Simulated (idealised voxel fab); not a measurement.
You're looking at the process module voxel capacitor over wiring.
It is cross-section cut that appears here, measuring 275 nm in width, its square cells being 5 nm in size.
Each cross-section below is a grid of square cells, stated as bands in top-down order, with one or more rows of cells making up each band. Band: top and bottom heights (nm) first, top before bottom; then materials from left to right, widths in nm. "full width" marks a sole material filling the band edge to edge. "empty" denotes empty space. Height datum 0, below which the as-received substrate wafer is one material. Lowest band open at the bottom, running downward: "0 down". Quick explanation for "30->40": the width changes in equal steps down the rows of cells, from the first number in the band's top row to the second number in its bottom row. Basically "same as before" means that step didn't change any cell in the cross-section. Heads up: "Sealed internal voids" only lists the empty pockets with no open path to the top that are 8 cells or more, and it writes them as width x height at distance, distance from the left edge, in nm. Whatever follows a step's settings on its line is a remark the simulator itself makes about that step. You can add "overlay nm" to a step's line. For a step with a mask, it describes how far the mask lay to the right of its planned position, and a negative number describes a lay to the left.

Set out below are the planned steps of the process
1. RECEIVE with material Si
2. CONFORMAL_DEP with material SiO2, thk nm 15
3. CONFORMAL_DEP with material SiN, thk nm 5
4. DIRECTIONAL_DEP with material SiO2, thk nm 20
5. MASKED_ETCH with tone open, mask id METAL_1, width nm 20, pitch nm 70, etch materials SiO2, depth nm 20, overlay nm 0
6. MASKED_ETCH with tone open, mask id METAL_1, width nm 20, pitch nm 70, etch materials SiN, depth nm 5, overlay nm 0
7. CONFORMAL_DEP with material TiN, thk nm 5
8. FILL_DEP with material W, thk nm 5
9. CMP with height nm 40
10. CONFORMAL_DEP with material SiCN, thk nm 5
11. DIRECTIONAL_DEP with material lowk, thk nm 10
12. PATTERN with tone open, mask id PLUG_1, material resist, width nm 15, thk nm 15, overlay nm 0
13. DIRECTIONAL_ETCH with etch materials lowk, depth nm 10
14. DIRECTIONAL_ETCH with etch materials SiCN, depth nm 5
15. STRIP with etch materials resist
16. CONFORMAL_DEP with material TiN, thk nm 5
17. FILL_DEP with material Cu, thk nm 10
18. CMP with height nm 55
19. DIRECTIONAL_DEP with material TiN, thk nm 10
20. DIRECTIONAL_DEP with material SiN, thk nm 5
21. DIRECTIONAL_DEP with material TiN, thk nm 10
22. MASKED_ETCH with tone cover, mask id UPPER_PLATE, width nm 55, etch materials TiN, depth nm 10, overlay nm 0
23. MASKED_ETCH with tone cover, mask id UPPER_PLATE, width nm 55, etch materials SiN, depth nm 5, overlay nm 0
24. MASKED_ETCH with tone cover, mask id LOWER_PLATE, width nm 65, etch materials TiN, depth nm 10, overlay nm 0
25. FILL_DEP with material SiO2, thk nm 15
26. CMP with height nm 90
27. MASKED_ETCH with tone open, mask id PLUG_2, width nm 15, etch materials SiO2, depth nm 10, overlay nm 0
28. CONFORMAL_DEP with material TiN, thk nm 5
29. FILL_DEP with material W, thk nm 10
30. CMP with height nm 90
31. CONFORMAL_DEP with material SiN, thk nm 5

Wafer cross-section on receipt, i.e. after step 1
    0 down | Si full width
    Sealed internal voids: none

Cross-sectional image of the first of two wafers at the end of the module, the run having proceeded as planned
    95 to 90 | SiN full width
    90 to 85 | 105 nm SiO2 | 5 nm TiN | 5 nm W | 5 nm TiN | 155 nm SiO2
    85 to 80 | 105 nm SiO2 | 15 nm TiN | 155 nm SiO2
    80 to 70 | 95 nm SiO2 | 55 nm TiN | 125 nm SiO2
    70 to 65 | 95 nm SiO2 | 55 nm SiN | 125 nm SiO2
    65 to 55 | 90 nm SiO2 | 65 nm TiN | 120 nm SiO2
    55 to 45 | 95 nm lowk | 5 nm TiN | 5 nm Cu | 5 nm TiN | 165 nm lowk
    45 to 40 | 95 nm SiCN | 15 nm TiN | 165 nm SiCN
    40 to 20 | 90 nm SiO2 | 5 nm TiN | 10 nm W | 5 nm TiN | 50 nm SiO2 | 5 nm TiN | 10 nm W | 5 nm TiN | 95 nm SiO2
    20 to 15 | 90 nm SiN | 20 nm TiN | 50 nm SiN | 20 nm TiN | 95 nm SiN
    15 to 0 | SiO2 full width
    0 down | Si full width
    Sealed internal voids: none

Cross-section, wafer two of two, end of module: same start and plan as wafer one, one error in execution
    95 to 90 | SiN full width
    90 to 85 | 105 nm SiO2 | 5 nm TiN | 5 nm W | 5 nm TiN | 155 nm SiO2
    85 to 80 | 105 nm SiO2 | 15 nm TiN | 155 nm SiO2
    80 to 75 | SiO2 full width
    75 to 65 | 95 nm SiO2 | 55 nm TiN | 125 nm SiO2
    65 to 55 | 90 nm SiO2 | 65 nm TiN | 120 nm SiO2
    55 to 45 | 95 nm lowk | 5 nm TiN | 5 nm Cu | 5 nm TiN | 165 nm lowk
    45 to 40 | 95 nm SiCN | 15 nm TiN | 165 nm SiCN
    40 to 20 | 90 nm SiO2 | 5 nm TiN | 10 nm W | 5 nm TiN | 50 nm SiO2 | 5 nm TiN | 10 nm W | 5 nm TiN | 95 nm SiO2
    20 to 15 | 90 nm SiN | 20 nm TiN | 50 nm SiN | 20 nm TiN | 95 nm SiN
    15 to 0 | SiO2 full width
    0 down | Si full width
    Sealed internal voids: none
It is concluded that the wafer was processed incorrectly with respect to the plan, in that step 20 of the plan was bypassed and not carried out
Final tally in cells, some materials are higher or lower on the second wafer than on the first: 11 fewer of SiN | 11 more of SiO2
